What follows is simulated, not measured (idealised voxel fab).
Herein follows the process module entitled voxel transistor to metal.
Each square cell in cross-section cut measures 5 nm, and the section as a whole is 170 nm wide.
Reading order for cross-sections: top band down to bottom band. Underlying form: a grid of square cells. Band size: one or more rows of cells.
The band entry comprises the height of the band's top followed by the height of its bottom, expressed in nm, and subsequently the band's materials from left to right, each stated together with its width in nm. Where a single material is marked with the word "full width", that material fills the band from edge to edge. The word "air" represents empty space.
Ref level 0: as-received wafer is one material below here. Bottom band extends down with no lower bound ("from 0 down").
Top row gets the first number, bottom row gets the second, and each row in between changes by the same step: that is how a band width like "30->40" works.
No cell of the cross-section changed in a step that is given as "left unchanged".
Reported under the label "Entrapped void list" are the empty spaces having no open way to the top and comprising 8 cells or more; the notation for each is width x height at distance, in which the distance is measured from the left edge and all three values are in nm.
Read whatever lies past the settings on a step's line as the simulator's own remark about the step.
A step's line can hold "overlay nm"; with a mask on that step, the setting says how far right of the planned place the mask lay, while a negative setting says it lay to the left.
The process steps that were planned are listed below:
- 1: RECEIVE with material Si
- 2: CONFORMAL_DEP with material SiO2, thk nm 5
- 3: CONFORMAL_DEP with material SiN, thk nm 10
- 4: PATTERN with tone cover, mask id ACTIVE, material resist, width nm 95, thk nm 15, overlay nm 0
- 5: DIRECTIONAL_ETCH with etch materials SiN, depth nm 10
- 6: DIRECTIONAL_ETCH with etch materials SiO2, depth nm 5
- 7: DIRECTIONAL_ETCH with etch materials Si, depth nm 35
- 8: STRIP with etch materials resist
- 9: FILL_DEP with material SiO2, thk nm 10
- 10: CMP with height nm 15
- 11: SELECTIVE_ETCH with etch materials SiO2, depth nm 5
- 12: STRIP with etch materials SiN
- 13: SELECTIVE_ETCH with etch materials SiO2, depth nm 5
- 14: OXIDIZE with depth nm 5
- 15: DIRECTIONAL_DEP with material polySi, thk nm 25
- 16: DIRECTIONAL_DEP with material SiCN, thk nm 10
- 17: PATTERN with tone cover, mask id GATE, material resist, width nm 25, thk nm 15, overlay nm 0
- 18: DIRECTIONAL_ETCH with etch materials SiCN, depth nm 20
- 19: DIRECTIONAL_ETCH with etch materials polySi, depth nm 35
- 20: STRIP with etch materials resist
- 21: CONFORMAL_DEP with material SiO2, thk nm 5
- 22: DIRECTIONAL_ETCH with etch materials SiO2, depth nm 5
- 23: CONFORMAL_DEP with material SiN, thk nm 10
- 24: DIRECTIONAL_ETCH with etch materials SiN, depth nm 10
- 25: DIRECTIONAL_ETCH with etch materials SiO2, depth nm 5
- 26: DIRECTIONAL_ETCH with etch materials Si, depth nm 10
- 27: EPI with material SiGe, thk nm 10
- 28: FILL_DEP with material SiO2, thk nm 5
- 29: CMP with height nm 35
- 30: DIRECTIONAL_DEP with material SiO2, thk nm 15
- 31: MASKED_ETCH with tone open, mask id CONTACT, width nm 25, pitch nm 60, etch materials SiO2, depth nm 45, overlay nm 0
- 32: CONFORMAL_DEP with material TiN, thk nm 5
- 33: FILL_DEP with material W, thk nm 5
- 34: CMP with height nm 50
- 35: DIRECTIONAL_DEP with material TiN, thk nm 5
- 36: DIRECTIONAL_DEP with material Ru, thk nm 25
- 37: PATTERN with tone cover, mask id METAL_1, material resist, width nm 15, pitch nm 70, thk nm 15, overlay nm 0
- 38: DIRECTIONAL_ETCH with etch materials Ru, depth nm 25
- 39: DIRECTIONAL_ETCH with etch materials TiN, depth nm 5
- 40: STRIP with etch materials resist
- 41: FILL_DEP with material SiO2, thk nm 5
- 42: CMP with height nm 80
- 43: CONFORMAL_DEP with material SiCN, thk nm 5
- 44: DIRECTIONAL_DEP with material SiO2, thk nm 25
- 45: PATTERN with tone open, mask id METAL_2, material resist, width nm 15, pitch nm 70, thk nm 20, overlay nm 0
- 46: DIRECTIONAL_ETCH with etch materials SiO2, depth nm 15
- 47: STRIP with etch materials resist
- 48: DIRECTIONAL_DEP with material aC, thk nm 10
- 49: PATTERN with tone open, mask id METAL_2_HOLES, material resist, width nm 15, pitch nm 70, thk nm 30, overlay nm 0
- 50: DIRECTIONAL_ETCH with etch materials aC, depth nm 10
- 51: STRIP with etch materials resist
- 52: DIRECTIONAL_ETCH with etch materials SiO2, depth nm 10
- 53: DIRECTIONAL_ETCH with etch materials SiCN, depth nm 5
- 54: STRIP with etch materials aC
- 55: CONFORMAL_DEP with material TiN, thk nm 5
- 56: FILL_DEP with material Ru, thk nm 10
- 57: CMP with height nm 110
- 58: CONFORMAL_DEP with material SiN, thk nm 5
Step 1 complete: cross-section of the wafer as received:
- from 0 down  Si full width
- Entrapped void list: none
Cross-section, first of two wafers, end of module, run as planned:
- from 115 to 110  SiN full width
- from 110 to 85  40 SiO2, then 5 TiN, then 5 Ru, then 5 TiN, then 55 SiO2, then 5 TiN, then 5 Ru, then 5 TiN, then 45 SiO2
- from 85 to 80  40 SiCN, then 15 TiN, then 55 SiCN, then 15 TiN, then 45 SiCN
- from 80 to 55  40 SiO2, then 15 Ru, then 55 SiO2, then 15 Ru, then 45 SiO2
- from 55 to 50  40 SiO2, then 15 TiN, then 55 SiO2, then 15 TiN, then 45 SiO2
- from 50 to 40  40 SiO2, then 5 TiN, then 15 W, then 5 TiN, then 35 SiO2, then 5 TiN, then 15 W, then 5 TiN, then 45 SiO2
- from 40 to 35  40 SiO2, then 5 TiN, then 5 W, then 15 TiN, then 35 SiO2, then 15 TiN, then 5 W, then 5 TiN, then 45 SiO2
- from 35 to 25  40 SiO2, then 5 TiN, then 5 W, then 5 TiN, then 10 SiN, then 5 SiO2, then 25 SiCN, then 5 SiO2, then 10 SiN, then 5 TiN, then 5 W, then 5 TiN, then 45 SiO2
- from 25 to 10  40 SiO2, then 5 TiN, then 5 W, then 5 TiN, then 10 SiN, then 5 SiO2, then 25 polySi, then 5 SiO2, then 10 SiN, then 5 TiN, then 5 W, then 5 TiN, then 45 SiO2
- from 10 to 5  40 SiO2, then 15 TiN, then 10 SiN, then 5 SiO2, then 25 polySi, then 5 SiO2, then 10 SiN, then 15 TiN, then 45 SiO2
- from 5 to 0  35 SiO2, then 10 SiN, then 10 SiGe, then 10 SiN, then 5 SiO2, then 25 polySi, then 5 SiO2, then 10 SiN, then 10 SiGe, then 10 SiN, then 40 SiO2
- from 0 to -5  45 SiO2, then 10 SiGe, then 55 SiO2, then 10 SiGe, then 50 SiO2
- from -5 to -15  35 SiO2, then 10 Si, then 10 SiGe, then 55 Si, then 10 SiGe, then 10 Si, then 40 SiO2
- from -15 to -35  35 SiO2, then 95 Si, then 40 SiO2
- from -35 down  Si full width
- Entrapped void list: none
Cross-sectional view of the second of two wafers upon completion of the module. This wafer shared its starting condition and process plan with the first; one error was made during its execution:
- from 115 to 110  SiN full width
- from 110 to 85  40 SiO2, then 5 TiN, then 5 Ru, then 5 TiN, then 55 SiO2, then 5 TiN, then 5 Ru, then 5 TiN, then 45 SiO2
- from 85 to 80  40 SiCN, then 15 TiN, then 55 SiCN, then 15 TiN, then 45 SiCN
- from 80 to 55  40 SiO2, then 15 Ru, then 55 SiO2, then 15 Ru, then 45 SiO2
- from 55 to 50  40 SiO2, then 15 TiN, then 55 SiO2, then 15 TiN, then 45 SiO2
- from 50 to 40  40 SiO2, then 5 TiN, then 15 aC, then 5 TiN, then 35 SiO2, then 5 TiN, then 15 aC, then 5 TiN, then 45 SiO2
- from 40 to 35  40 SiO2, then 5 TiN, then 5 aC, then 15 TiN, then 35 SiO2, then 15 TiN, then 5 aC, then 5 TiN, then 45 SiO2
- from 35 to 25  40 SiO2, then 5 TiN, then 5 aC, then 5 TiN, then 10 SiN, then 5 SiO2, then 25 SiCN, then 5 SiO2, then 10 SiN, then 5 TiN, then 5 aC, then 5 TiN, then 45 SiO2
- from 25 to 10  40 SiO2, then 5 TiN, then 5 aC, then 5 TiN, then 10 SiN, then 5 SiO2, then 25 polySi, then 5 SiO2, then 10 SiN, then 5 TiN, then 5 aC, then 5 TiN, then 45 SiO2
- from 10 to 5  40 SiO2, then 15 TiN, then 10 SiN, then 5 SiO2, then 25 polySi, then 5 SiO2, then 10 SiN, then 15 TiN, then 45 SiO2
- from 5 to 0  35 SiO2, then 10 SiN, then 10 SiGe, then 10 SiN, then 5 SiO2, then 25 polySi, then 5 SiO2, then 10 SiN, then 10 SiGe, then 10 SiN, then 40 SiO2
- from 0 to -5  45 SiO2, then 10 SiGe, then 55 SiO2, then 10 SiGe, then 50 SiO2
- from -5 to -15  35 SiO2, then 10 Si, then 10 SiGe, then 55 Si, then 10 SiGe, then 10 Si, then 40 SiO2
- from -15 to -35  35 SiO2, then 95 Si, then 40 SiO2
- from -35 down  Si full width
- Entrapped void list: none
Deviation noted in wafer processing: it should be noted that step 33 was executed with settings other than those planned, the operation and settings actually applied being FILL_DEP with material aC, thk nm 5
Cell-count delta at end, second wafer over first, by material: W -24; aC +24
